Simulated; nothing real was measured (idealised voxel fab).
process module | voxel tone inversion
cross-section cut | 220 nm wide | cells 5 nm
A cross-section is a grid of square cells, given in bands from the top down. A band is one or more rows of cells.
Each band's line starts with the height of the band's top and of its bottom, in nm. Then come its materials from left to right, each with its width in nm. One material with "throughout" fills the band from edge to edge. "air" is empty space.
Height 0 is the level under which the wafer as received is all one material. The lowest band goes on downwards, as in "0 down".
A width such as "30 to 40" changes by the same amount from each row of cells to the next, from the band's top row to its bottom row.
"no change" after a step means that no cell of the cross-section changed.
closed voids: empty space of 8 cells or more with no open way to the top, each as width x height at its distance from the left edge, in nm
after a step's settings: what the simulator itself notes on the step
overlay nm, on a step with a mask: how far to the right of its planned place the mask lay; to the left if negative
plan
1 op RECEIVE | material Si
2 op CONFORMAL_DEP | material SiN | thk nm 5
3 op DIRECTIONAL_DEP | material polySi | thk nm 25
4 op PATTERN | tone cover | mask id POSTS | material resist | width nm 25 | pitch nm 45 | thk nm 30 | overlay nm 0
5 op DIRECTIONAL_ETCH | etch materials polySi | depth nm 25
6 op STRIP | etch materials resist
7 op FILL_DEP | material SiO2 | thk nm 10
8 op CMP | height nm 30
9 op STRIP | etch materials polySi
10 op CONFORMAL_DEP | material TiN | thk nm 5
11 op FILL_DEP | material W | thk nm 5
12 op CMP | height nm 30
13 op CONFORMAL_DEP | material SiCN | thk nm 5
as received, after step 1
  0 down: Si throughout
  closed voids: none
first wafer at the end, as planned
  35 to 30: SiCN throughout
  30 to 10: SiO2 30 | TiN 5 | W 15 | TiN 5 | SiO2 20 | TiN 5 | W 15 | TiN 5 | SiO2 20 | TiN 5 | W 15 | TiN 5 | SiO2 20 | TiN 5 | W 15 | TiN 5 | SiO2 30
  10 to 5: SiO2 30 | TiN 25 | SiO2 20 | TiN 25 | SiO2 20 | TiN 25 | SiO2 20 | TiN 25 | SiO2 30
  5 to 0: SiN throughout
  0 down: Si throughout
  closed voids: none
second wafer at the end: like start, like plan, one mistake
  35 to 30: SiCN throughout
  30 to 25: SiO2 throughout
  25 to 0: SiO2 30 | polySi 25 | SiO2 20 | polySi 25 | SiO2 20 | polySi 25 | SiO2 20 | polySi 25 | SiO2 30
  0 down: Si throughout
  closed voids: none
what went wrong: step 2 was left out
at the end the second wafer has, in cells: 44 fewer of SiN | 44 more of SiO2 | 52 fewer of TiN | 48 fewer of W | 100 more of polySi
